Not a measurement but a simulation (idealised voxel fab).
A process module follows: voxel gate over fins.
Square cells of 5 nm make up the cross-section cut, whose width is 235 nm.
A cross-section is a grid of square cells, given in bands from the top down. A band is one or more rows of cells.
For a band, the entry starts with two heights in nm, that of the top and then that of the bottom, and carries on with the band's materials in order from left to right, each alongside its width in nm; the word "all across" beside a single material means it fills the band edge to edge, and "blank" means empty space.
Below 0: as-received wafer, all one material; heights counted from there. Lowest band: no bottom, goes on down, written "0 nm and below".
Read "30 to 40" as a graded width: first number on top, second number at the bottom, same change between each pair of neighbouring rows.
"everything unchanged" for a step: no cell of the cross-section changed in that step.
What "Sealed internal voids" gives you is every empty space of 8 cells or more that is cut off from the top. Each appears as width x height at distance, with the distance taken from the left edge and width, height and distance all in nm.
It should be noted that, on the line of a given step, the content following the step's settings is a remark produced by the simulator itself with respect to that step.
overlay nm: step with mask; distance mask lay right of planned place; negative value = left of planned place.
### These are the steps we planned for the process
1,op RECEIVE | material Si
2,op CONFORMAL_DEP | material SiN | thk nm 10
3,op MASKED_ETCH | tone cover | mask id FINS | width nm 15 | pitch nm 35 | etch materials SiN | depth nm 10 | overlay nm -15
4,op MASKED_ETCH | tone cover | mask id FINS | width nm 15 | pitch nm 35 | etch materials Si | depth nm 35 | overlay nm 0
5,op FILL_DEP | material SiO2 | thk nm 15
6,op CMP | height nm 10
7,op SELECTIVE_ETCH | etch materials SiO2 | depth nm 20
8,op STRIP | etch materials SiN
9,op CONFORMAL_DEP | material HfO2 | thk nm 5
10,op CONFORMAL_DEP | material TiN | thk nm 5
11,op FILL_DEP | material W | thk nm 15
12,op CMP | height nm 20
13,op CONFORMAL_DEP | material SiCN | thk nm 5
The wafers in this document start out alike and differ in the overlay nm applied at step 3; the plan shows the value used for the first wafer.
### Sectional view: first of several wafers, as received, after step 1
* 0 nm and below  Si all across
* Sealed internal voids: none
### Below is a per-wafer table. In it, each row describes the wafer at the end of the module by giving, for each material, the number of cells gained (+) or lost (-) since the wafer was received, and after that the closed voids of the wafer
overlay nm -15, +53 HfO2, -245 Si, +47 SiCN, +175 SiO2, +51 TiN, +154 W, Sealed internal voids: none
overlay nm -10, +55 HfO2, -259 Si, +47 SiCN, +185 SiO2, +51 TiN, +156 W, Sealed internal voids: none
overlay nm -5, +55 HfO2, -273 Si, +47 SiCN, +195 SiO2, +53 TiN, +158 W, Sealed internal voids: none
overlay nm 0, +55 HfO2, -287 Si, +47 SiCN, +205 SiO2, +55 TiN, +160 W, Sealed internal voids: none
overlay nm 5, +55 HfO2, -273 Si, +47 SiCN, +195 SiO2, +53 TiN, +158 W, Sealed internal voids: none
overlay nm 10, +55 HfO2, -259 Si, +47 SiCN, +185 SiO2, +51 TiN, +156 W, Sealed internal voids: none
overlay nm 15, +53 HfO2, -245 Si, +47 SiCN, +175 SiO2, +51 TiN, +154 W, Sealed internal voids: none
